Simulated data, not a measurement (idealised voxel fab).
process module | voxel self aligned contacts
cross-section cut | 295 nm wide | cells 5 nm
A cross-section is a grid of square cells, given in bands from the top down. A band is one or more rows of cells.
Each band's line starts with the height of the band's top and of its bottom, in nm. Then come its materials from left to right, each with its width in nm. One material with "throughout" fills the band from edge to edge. "air" is empty space.
Height 0 is the level under which the wafer as received is all one material. The lowest band goes on downwards, as in "0 down".
A width such as "30 to 40" changes by the same amount from each row of cells to the next, from the band's top row to its bottom row.
"no change" after a step means that no cell of the cross-section changed.
closed voids: empty space of 8 cells or more with no open way to the top, each as width x height at its distance from the left edge, in nm
after a step's settings: what the simulator itself notes on the step
overlay nm, on a step with a mask: how far to the right of its planned place the mask lay; to the left if negative
plan
1 op RECEIVE | material Si
2 op OXIDIZE | depth nm 5
3 op DIRECTIONAL_DEP | material polySi | thk nm 30
4 op DIRECTIONAL_DEP | material SiN | thk nm 20
5 op PATTERN | tone cover | mask id GATE | material resist | width nm 30 | pitch nm 65 | thk nm 15 | overlay nm 0
6 op DIRECTIONAL_ETCH | etch materials SiN | depth nm 20
7 op DIRECTIONAL_ETCH | etch materials polySi | depth nm 30
8 op STRIP | etch materials resist
9 op CONFORMAL_DEP | material SiN | thk nm 5
10 op DIRECTIONAL_ETCH | etch materials SiN | depth nm 5
11 op FILL_DEP | material SiO2 | thk nm 15
12 op CMP | height nm 60
13 op PATTERN | tone open | mask id CONTACT | material resist | width nm 45 | thk nm 20 | overlay nm 0
14 op DIRECTIONAL_ETCH | etch materials SiO2 | depth nm 65
15 op STRIP | etch materials resist
16 op CONFORMAL_DEP | material TiN | thk nm 5
17 op FILL_DEP | material Ru | thk nm 10
18 op CMP | height nm 60
19 op CONFORMAL_DEP | material SiCN | thk nm 5
as received, after step 1
  0 down: Si throughout
  closed voids: none
a wafer at the end: this start, this plan, one mistake
  80 to 75: SiCN throughout
  75 to 65: Ru throughout
  65 to 60: TiN 130 | Ru 35 | TiN 130
  60 to 50: SiO2 125 | TiN 5 to 15 | Ru 35 to 15 | TiN 5 to 15 | SiO2 125
  50 to 30: SiO2 95 | SiN 40 | TiN 5 | Ru 15 | TiN 5 | SiN 40 | SiO2 95
  30 to 0: SiO2 95 | SiN 5 | polySi 30 | SiN 5 | TiN 5 | Ru 15 | TiN 5 | SiN 5 | polySi 30 | SiN 5 | SiO2 95
  0 to -5: SiO2 135 | TiN 25 | SiO2 135
  -5 down: Si throughout
  closed voids: none
what went wrong: step 18 was left out
